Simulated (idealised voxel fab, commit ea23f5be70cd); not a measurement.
The document below concerns the process module designated voxel fin reveal.
Xsec cut, 160 nm wide, square cell size 5 nm.
How to read a cross-section here: the picture is a grid of square cells, written as bands going from the top down, and any band can span one or more rows of cells.
Band: top height; bottom height; in nm. Then, left to right: material with width in nm, for each material. "throughout": a single material spanning edge to edge. "blank": empty space.
Height 0 is the level under which the wafer as received is all one material. The lowest band goes on downwards, as in "from 0 down".
The width entry "30..40" should be interpreted row by row: the top row of cells in the band takes the first number, the bottom row takes the second number, and the change between adjacent rows is uniform throughout.
Any step labelled "changes: none" changed none of the cells in the cross-section.
"Closed void catalog" - sealed voids, min. 8 cells, no opening to top; format: width x height at distance (distance from left edge; nm throughout).
after a step's settings: what the simulator itself notes on the step
What "overlay nm" on a step's line means: if the step has a mask, that mask lay this far to the right of its planned place, or, when the value is negative, to the left.

## The steps planned for the process are as follows
1) RECEIVE,material Si
2) CONFORMAL_DEP,material SiN,thk nm 10
3) PATTERN,tone cover,mask id FINS,material resist,width nm 15,pitch nm 40,thk nm 20,overlay nm 0
4) DIRECTIONAL_ETCH,etch materials SiN,depth nm 10
5) DIRECTIONAL_ETCH,etch materials Si,depth nm 30
6) STRIP,etch materials resist
7) OXIDIZE,depth nm 5
8) FILL_DEP,material SiO2,thk nm 5
9) CMP,height nm 10
10) SELECTIVE_ETCH,etch materials SiO2,depth nm 25
11) STRIP,etch materials SiN
12) CONFORMAL_DEP,material HfO2,thk nm 5

## The first of a set of two wafers, run to plan

## Cross-section of the wafer as it came to us, i.e., already through step 1
* from 0 down = Si throughout
* Closed void catalog: none

## The wafer, seen in cross-section, after step 2
* from 10 to 0 = SiN throughout
* Rest of section, below 0: as before.

## The wafer, seen in cross-section, after step 3
* from 30 to 10 = blank (30)  resist (15)  blank (25)  resist (15)  blank (25)  resist (15)  blank (35)
* Rest of section, below 10: as before.

## The wafer, seen in cross-section, after step 4
* from 30 to 10 = blank (30)  resist (15)  blank (25)  resist (15)  blank (25)  resist (15)  blank (35)
* from 10 to 0 = blank (30)  SiN (15)  blank (25)  SiN (15)  blank (25)  SiN (15)  blank (35)
* Rest of section, below 0: as before.

## The wafer, seen in cross-section, after step 5
* from 30 to 10 = blank (30)  resist (15)  blank (25)  resist (15)  blank (25)  resist (15)  blank (35)
* from 10 to 0 = blank (30)  SiN (15)  blank (25)  SiN (15)  blank (25)  SiN (15)  blank (35)
* from 0 to -30 = blank (30)  Si (15)  blank (25)  Si (15)  blank (25)  Si (15)  blank (35)
* Rest of section, below -30: as before.

## The wafer, seen in cross-section, after step 6
* from 10 to 0 = blank (30)  SiN (15)  blank (25)  SiN (15)  blank (25)  SiN (15)  blank (35)
* Rest of section, below 0: as before.

## The wafer, seen in cross-section, after step 7
* from 10 to 0 = blank (30)  SiN (15)  blank (25)  SiN (15)  blank (25)  SiN (15)  blank (35)
* from 0 to -30 = blank (30)  SiO2 (5)  Si (5)  SiO2 (5)  blank (25)  SiO2 (5)  Si (5)  SiO2 (5)  blank (25)  SiO2 (5)  Si (5)  SiO2 (5)  blank (35)
* from -30 to -35 = SiO2 (35)  Si (5)  SiO2 (35)  Si (5)  SiO2 (35)  Si (5)  SiO2 (40)
* Rest of section, below -35: as before.

## The wafer, seen in cross-section, after step 8
* from 15 to 10 = SiO2 throughout
* from 10 to 0 = SiO2 (30)  SiN (15)  SiO2 (25)  SiN (15)  SiO2 (25)  SiN (15)  SiO2 (35)
* from 0 to -35 = SiO2 (35)  Si (5)  SiO2 (35)  Si (5)  SiO2 (35)  Si (5)  SiO2 (40)
* Rest of section, below -35: as before.

## The wafer, seen in cross-section, after step 9
* from 10 to 0 = SiO2 (30)  SiN (15)  SiO2 (25)  SiN (15)  SiO2 (25)  SiN (15)  SiO2 (35)
* Rest of section, below 0: as before.

## The wafer, seen in cross-section, after step 10
* from 10 to 0 = blank (30)  SiN (15)  blank (25)  SiN (15)  blank (25)  SiN (15)  blank (35)
* from 0 to -15 = blank (35)  Si (5)  blank (35)  Si (5)  blank (35)  Si (5)  blank (40)
* Rest of section, below -15: as before.

## The wafer, seen in cross-section, after step 11
* from 0 to -15 = blank (35)  Si (5)  blank (35)  Si (5)  blank (35)  Si (5)  blank (40)
* Rest of section, below -15: as before.

## The wafer, seen in cross-section, after step 12
* from 5 to 0 = blank (30)  HfO2 (15)  blank (25)  HfO2 (15)  blank (25)  HfO2 (15)  blank (35)
* from 0 to -10 = blank (30)  HfO2 (5)  Si (5)  HfO2 (5)  blank (25)  HfO2 (5)  Si (5)  HfO2 (5)  blank (25)  HfO2 (5)  Si (5)  HfO2 (5)  blank (35)
* from -10 to -15 = HfO2 (35)  Si (5)  HfO2 (35)  Si (5)  HfO2 (35)  Si (5)  HfO2 (40)
* Rest of section, below -15: as before.

## Second wafer. Start and plan as for the first. One mistake made in running. Agrees with the first up to and including step 11

Cross-sectional view of the second wafer at the intended end time of process step 12: changes: none
Short version of what went wrong: the plan's step 12 went unexecuted, having been skipped
Final tally in cells, some materials are higher or lower on the second wafer than on the first: HfO2 -50
